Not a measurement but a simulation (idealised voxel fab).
The document below concerns the process module designated voxel local oxidation.
The figure presents cross-section cut, which has a width of 290 nm and is divided into square cells with an edge length of 5 nm.
Bands, listed from the top down, are how a cross-section gets written in this document; the cross-section itself is a grid of square cells, and a band is one or more rows of them. The band entry comprises the height of the band's top followed by the height of its bottom, expressed in nm, and subsequently the band's materials from left to right, each stated together with its width in nm. Where a single material is marked with the word "full width", that material fills the band from edge to edge. The word "empty" represents empty space. Height datum 0, below which the as-received substrate wafer is one material. Lowest band open at the bottom, running downward: "0 down". Read "30 to 40" as a graded width: first number on top, second number at the bottom, same change between each pair of neighbouring rows. "identical to before" (step): cross-section cells unchanged, all of them. "Listed closed voids" means: voids of 8 cells or more that are shut off from the top with no open way through. Written width x height at distance, distance from the left edge, in nm. Whatever follows a step's settings on its line is a remark the simulator itself makes about that step. Regarding "overlay nm": on a step with a mask, it is the distance the mask lay to the right of its planned place; a negative value places it to the left.

The process steps that were planned are listed below
| 1 | RECEIVE, material Si |
| 2 | OXIDIZE, depth nm 5 |
| 3 | CONFORMAL_DEP, material SiN, thk nm 15 |
| 4 | DIRECTIONAL_DEP, material aC, thk nm 15 |
| 5 | PATTERN, tone cover, mask id ACTIVE, material resist, width nm 100, thk nm 35, overlay nm 0 |
| 6 | DIRECTIONAL_ETCH, etch materials aC, depth nm 15 |
| 7 | STRIP, etch materials resist |
| 8 | DIRECTIONAL_ETCH, etch materials SiN, depth nm 15 |
| 9 | STRIP, etch materials aC |
| 10 | SELECTIVE_ETCH, etch materials SiO2, depth nm 5 |
| 11 | OXIDIZE, depth nm 15 |
| 12 | STRIP, etch materials SiN |
Every wafer here starts from the same state; it is the step 5 width nm that distinguishes them, and the value the plan gives belongs to the first wafer.

First of several wafers (as received, post step 1), cross-sectional view
* 0 down  Si full width
* Listed closed voids: none

Last step of the module is step 12; after it, the first of several wafers in cross-section
* 0 to -5  empty 100 nm  SiO2 90 nm  empty 100 nm
* -5 to -20  SiO2 115 nm  Si 60 nm  SiO2 115 nm
* -20 down  Si full width
* Listed closed voids: none

The final wafer, sectioned at module end
* 0 to -5  empty 90 nm  SiO2 115 nm  empty 85 nm
* -5 to -20  SiO2 105 nm  Si 85 nm  SiO2 100 nm
* -20 down  Si full width
* Listed closed voids: none

Row per wafer, end-of-module: cell gain (+)/loss (-) by material since the wafer came in, then closed voids
width nm 100; -196 Si; +156 SiO2; Listed closed voids: none
width nm 105; -193 Si; +154 SiO2; Listed closed voids: none
width nm 110; -190 Si; +152 SiO2; Listed closed voids: none
width nm 115; -187 Si; +150 SiO2; Listed closed voids: none
width nm 120; -184 Si; +148 SiO2; Listed closed voids: none
width nm 125; -181 Si; +146 SiO2; Listed closed voids: none
